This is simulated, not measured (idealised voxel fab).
process module | voxel self aligned vias
The width of the displayed cross-section, cut, is 285 nm; its cells are square, with a size of 5 nm.
In this document a cross-section is written as a grid of square cells. It is given as a series of bands, listed from the top down, and a band is one or more rows of cells. Band: top height; bottom height; in nm. Then, left to right: material with width in nm, for each material. "full width": a single material spanning edge to edge. "blank": empty space. It should be noted that heights are counted from 0, beneath which the wafer as supplied is of one material throughout, and that the lowest band possesses no lower boundary but continues downward, as written in "0 and below". Read "30->40" as a graded width: first number on top, second number at the bottom, same change between each pair of neighbouring rows. Any step labelled "no change occurred" changed none of the cells in the cross-section. The entry "Sealed internal voids" lists the empty spaces that cover at least 8 cells and have no open path to the top. Each is written as width x height at distance, where the distance is measured from the left edge and all three values are in nm. Text after the settings on a step's line: the simulator's own remark on that step. What "overlay nm" on a step's line means: if the step has a mask, that mask lay this far to the right of its planned place, or, when the value is negative, to the left.
## The following list gives the planned process steps
1) RECEIVE [material Si]
2) CONFORMAL_DEP [material SiO2] [thk nm 10]
3) CONFORMAL_DEP [material SiCN] [thk nm 5]
4) DIRECTIONAL_DEP [material SiO2] [thk nm 30]
5) DIRECTIONAL_DEP [material aC] [thk nm 10]
6) PATTERN [tone open] [mask id LINES] [material resist] [width nm 25] [pitch nm 60] [thk nm 25] [overlay nm 0]
7) DIRECTIONAL_ETCH [etch materials aC] [depth nm 10]
8) STRIP [etch materials resist]
9) DIRECTIONAL_ETCH [etch materials SiO2] [depth nm 30]
10) STRIP [etch materials aC]
11) CONFORMAL_DEP [material TiN] [thk nm 5]
12) FILL_DEP [material Ru] [thk nm 10]
13) CMP [height nm 45]
14) SELECTIVE_ETCH [etch materials W Ru TiN] [depth nm 5]
15) FILL_DEP [material SiN] [thk nm 10]
16) CMP [height nm 45]
17) DIRECTIONAL_DEP [material SiO2] [thk nm 20]
18) DIRECTIONAL_DEP [material aC] [thk nm 10]
19) PATTERN [tone open] [mask id VIAS] [material resist] [width nm 45] [pitch nm 60] [thk nm 30] [overlay nm 0]
20) DIRECTIONAL_ETCH [etch materials aC] [depth nm 10]
21) STRIP [etch materials resist]
22) DIRECTIONAL_ETCH [etch materials SiO2] [depth nm 20]
23) DIRECTIONAL_ETCH [etch materials SiN] [depth nm 10]
24) STRIP [etch materials aC]
25) CONFORMAL_DEP [material TiN] [thk nm 5]
26) FILL_DEP [material Cu] [thk nm 5]
27) CMP [height nm 65]
28) CONFORMAL_DEP [material SiN] [thk nm 5]
Same starting wafers, different depth nm at step 14. Plan value belongs to the first wafer.
## first wafer as received, after step 1
* 0 and below | Si full width
* Sealed internal voids: none
## Quick look at the cross-section of the first of several wafers after step 28, which wraps up the module
* 70 down to 65 | SiN full width
* 65 down to 50 | 60 nm SiO2, then 5 nm TiN, then 35 nm Cu, then 5 nm TiN, then 15 nm SiO2, then 5 nm TiN, then 35 nm Cu, then 5 nm TiN, then 15 nm SiO2, then 5 nm TiN, then 35 nm Cu, then 5 nm TiN, then 60 nm SiO2
* 50 down to 45 | 60 nm SiO2, then 15 nm TiN, then 15 nm Cu, then 15 nm TiN, then 15 nm SiO2, then 15 nm TiN, then 15 nm Cu, then 15 nm TiN, then 15 nm SiO2, then 15 nm TiN, then 15 nm Cu, then 15 nm TiN, then 60 nm SiO2
* 45 down to 40 | 70 nm SiO2, then 25 nm TiN, then 35 nm SiO2, then 25 nm TiN, then 35 nm SiO2, then 25 nm TiN, then 70 nm SiO2
* 40 down to 20 | 70 nm SiO2, then 5 nm TiN, then 15 nm Ru, then 5 nm TiN, then 35 nm SiO2, then 5 nm TiN, then 15 nm Ru, then 5 nm TiN, then 35 nm SiO2, then 5 nm TiN, then 15 nm Ru, then 5 nm TiN, then 70 nm SiO2
* 20 down to 15 | 70 nm SiO2, then 25 nm TiN, then 35 nm SiO2, then 25 nm TiN, then 35 nm SiO2, then 25 nm TiN, then 70 nm SiO2
* 15 down to 10 | SiCN full width
* 10 down to 0 | SiO2 full width
* 0 and below | Si full width
* Sealed internal voids: none
## The last wafer as seen in cross-section at the end of the module
* 70 down to 65 | SiN full width
* 65 down to 50 | 60 nm SiO2, then 5 nm TiN, then 35 nm Cu, then 5 nm TiN, then 15 nm SiO2, then 5 nm TiN, then 35 nm Cu, then 5 nm TiN, then 15 nm SiO2, then 5 nm TiN, then 35 nm Cu, then 5 nm TiN, then 60 nm SiO2
* 50 down to 40 | 60->70 nm SiO2, then 15->5 nm TiN, then 15 nm Cu, then 15->5 nm TiN, then 15->35 nm SiO2, then 15->5 nm TiN, then 15 nm Cu, then 15->5 nm TiN, then 15->35 nm SiO2, then 15->5 nm TiN, then 15 nm Cu, then 15->5 nm TiN, then 60->70 nm SiO2
* 40 down to 35 | 70 nm SiO2, then 25 nm TiN, then 35 nm SiO2, then 25 nm TiN, then 35 nm SiO2, then 25 nm TiN, then 70 nm SiO2
* 35 down to 20 | 70 nm SiO2, then 25 nm SiN, then 35 nm SiO2, then 25 nm SiN, then 35 nm SiO2, then 25 nm SiN, then 70 nm SiO2
* 20 down to 15 | 70 nm SiO2, then 25 nm TiN, then 35 nm SiO2, then 25 nm TiN, then 35 nm SiO2, then 25 nm TiN, then 70 nm SiO2
* 15 down to 10 | SiCN full width
* 10 down to 0 | SiO2 full width
* 0 and below | Si full width
* Sealed internal voids: none
## Basically each wafer gets a line in the table, showing it at the end of the module: material by material, the cells it gained (+) or lost (-) since we got it, then its closed voids
depth nm 5, +72 Cu, +36 Ru, +57 SiCN, +57 SiN, +486 SiO2, +90 TiN, Sealed internal voids: none
depth nm 10, +81 Cu, +27 Ru, +57 SiCN, +57 SiN, +486 SiO2, +90 TiN, Sealed internal voids: none
depth nm 15, +81 Cu, +18 Ru, +57 SiCN, +72 SiN, +486 SiO2, +84 TiN, Sealed internal voids: none
depth nm 20, +81 Cu, +9 Ru, +57 SiCN, +87 SiN, +486 SiO2, +78 TiN, Sealed internal voids: none
depth nm 25, +81 Cu, +57 SiCN, +102 SiN, +486 SiO2, +72 TiN, Sealed internal voids: none
